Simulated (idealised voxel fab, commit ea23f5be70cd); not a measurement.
The process module that follows is named voxel wiring stack.
For reference, the cross-section in this document is cut, with width 195 nm and square cells of 5 nm.
Think of the cross-section as a grid of square cells. We describe it in bands, top to bottom, and each band covers one or more rows of those cells.
Within each band entry, the heights of the top and of the bottom of the band appear first, in that order and in nm; the materials of the band then follow from left to right, each with its corresponding width in nm. The designation "full width" on a single material indicates that it fills the band from edge to edge; the designation "air" indicates empty space.
Beneath 0, the wafer as received is one material, and that level is where height counting begins. The lowest band goes on downward without a bottom; it is written like "z 0 and below".
Note: "30 to 40" means the width goes from the first number (top row of the band) to the second number (bottom row) in equal steps per row of cells.
Step note "everything unchanged" = no cross-section cell changed.
Under "Sealed void inventory" you'll find the enclosed gaps, the ones with no way out to the top, that are 8 cells or bigger; each reads width x height at distance, with distance counted from the left edge, everything in nm.
That trailing text on a step's line, after the settings, is the simulator's own remark on the step.
overlay nm, on a step with a mask: how far to the right of its planned place the mask lay; to the left if negative
So here's the lineup of process steps we planned
1) RECEIVE | material Si
2) CONFORMAL_DEP | material SiO2 | thk nm 15
3) CONFORMAL_DEP | material SiN | thk nm 5
4) DIRECTIONAL_DEP | material lowk | thk nm 25
5) PATTERN | tone open | mask id METAL_1 | material resist | width nm 25 | pitch nm 45 | thk nm 20 | overlay nm 0
6) DIRECTIONAL_ETCH | etch materials lowk | depth nm 25
7) DIRECTIONAL_ETCH | etch materials SiN | depth nm 5
8) STRIP | etch materials resist
9) CONFORMAL_DEP | material TiN | thk nm 5
10) FILL_DEP | material Cu | thk nm 5
11) CMP | height nm 35
12) CONFORMAL_DEP | material SiCN | thk nm 5
13) DIRECTIONAL_DEP | material SiO2 | thk nm 10
14) MASKED_ETCH | tone open | mask id PLUG_1 | width nm 15 | pitch nm 90 | etch materials SiO2 | depth nm 10 | overlay nm 0
15) MASKED_ETCH | tone open | mask id PLUG_1 | width nm 15 | pitch nm 90 | etch materials SiCN | depth nm 5 | overlay nm 0
16) EPI | material Ru | thk nm 10
17) EPI | material Ru | thk nm 5
18) CONFORMAL_DEP | material SiN | thk nm 5
19) DIRECTIONAL_DEP | material lowk | thk nm 15
20) PATTERN | tone open | mask id METAL_2 | material resist | width nm 25 | pitch nm 45 | thk nm 15 | overlay nm 0
21) DIRECTIONAL_ETCH | etch materials lowk | depth nm 15
22) DIRECTIONAL_ETCH | etch materials SiN | depth nm 5
23) STRIP | etch materials resist
24) CONFORMAL_DEP | material TiN | thk nm 5
25) FILL_DEP | material Cu | thk nm 5
26) CMP | height nm 80
27) CONFORMAL_DEP | material SiCN | thk nm 5
The wafers are alike at the start. At step 11, their height nm differs. The plan lists the first wafer's value.
As received, i.e. after step 1: cross-section through the first of several wafers
> z 0 and below = Si full width
> Sealed void inventory: none
first wafer at the end, after step 27
> z 85 to 80 = SiCN full width
> z 80 to 75 = Cu full width
> z 75 to 70 = TiN=20 / Cu=15 / TiN=30 / Cu=15 / TiN=30 / Cu=15 / TiN=30 / Cu=15 / TiN=25
> z 70 to 55 = lowk=15 / TiN=5 / Cu=15 / TiN=5 / lowk=20 / TiN=5 / Cu=15 / TiN=5 / lowk=20 / TiN=5 / Cu=15 / TiN=5 / lowk=20 / TiN=5 / Cu=15 / TiN=5 / lowk=20
> z 55 to 50 = SiN=15 / TiN=25 / SiN=20 / TiN=25 / SiN=20 / TiN=25 / SiN=20 / TiN=25 / SiN=20
> z 50 to 40 = SiO2=15 / Ru=15 / SiO2=75 / Ru=15 / SiO2=75
> z 40 to 35 = SiCN=15 / Ru=15 / SiCN=75 / Ru=15 / SiCN=75
> z 35 to 20 = lowk=15 / TiN=5 / Cu=15 / TiN=5 / lowk=20 / TiN=5 / Cu=15 / TiN=5 / lowk=20 / TiN=5 / Cu=15 / TiN=5 / lowk=20 / TiN=5 / Cu=15 / TiN=5 / lowk=20
> z 20 to 15 = SiN=15 / TiN=25 / SiN=20 / TiN=25 / SiN=20 / TiN=25 / SiN=20 / TiN=25 / SiN=20
> z 15 to 0 = SiO2 full width
> z 0 and below = Si full width
> Sealed void inventory: none
Of the several wafers, the last: cross-section at the end of the module
> z 85 to 80 = SiCN full width
> z 80 to 75 = lowk=15 / TiN=5 / Cu=15 / TiN=5 / lowk=20 / TiN=5 / Cu=15 / TiN=5 / lowk=20 / TiN=5 / Cu=15 / TiN=5 / lowk=20 / TiN=5 / Cu=15 / TiN=5 / lowk=20
> z 75 to 70 = SiN=15 / TiN=25 / SiN=20 / TiN=25 / SiN=20 / TiN=25 / SiN=20 / TiN=25 / SiN=20
> z 70 to 60 = SiO2=15 / Ru=15 / SiO2=75 / Ru=15 / SiO2=75
> z 60 to 55 = SiCN=15 / Ru=15 / SiCN=75 / Ru=15 / SiCN=75
> z 55 to 50 = Cu full width
> z 50 to 45 = TiN=20 / Cu=15 / TiN=30 / Cu=15 / TiN=30 / Cu=15 / TiN=30 / Cu=15 / TiN=25
> z 45 to 20 = lowk=15 / TiN=5 / Cu=15 / TiN=5 / lowk=20 / TiN=5 / Cu=15 / TiN=5 / lowk=20 / TiN=5 / Cu=15 / TiN=5 / lowk=20 / TiN=5 / Cu=15 / TiN=5 / lowk=20
> z 20 to 15 = SiN=15 / TiN=25 / SiN=20 / TiN=25 / SiN=20 / TiN=25 / SiN=20 / TiN=25 / SiN=20
> z 15 to 0 = SiO2 full width
> z 0 and below = Si full width
> Sealed void inventory: none
End of module, by wafer: material-by-material cell gain (+) or loss (-) since receipt, then closed voids
height nm 35; +123 Cu; +18 Ru; +72 SiCN; +38 SiN; +183 SiO2; +115 TiN; +114 lowk; Sealed void inventory: none
height nm 40; +96 Cu; +18 Ru; +72 SiCN; +38 SiN; +183 SiO2; +123 TiN; +133 lowk; Sealed void inventory: none
height nm 45; +96 Cu; +18 Ru; +72 SiCN; +38 SiN; +183 SiO2; +104 TiN; +152 lowk; Sealed void inventory: none
height nm 50; +96 Cu; +18 Ru; +72 SiCN; +38 SiN; +183 SiO2; +123 TiN; +133 lowk; Sealed void inventory: none
height nm 55; +123 Cu; +18 Ru; +72 SiCN; +38 SiN; +183 SiO2; +115 TiN; +114 lowk; Sealed void inventory: none
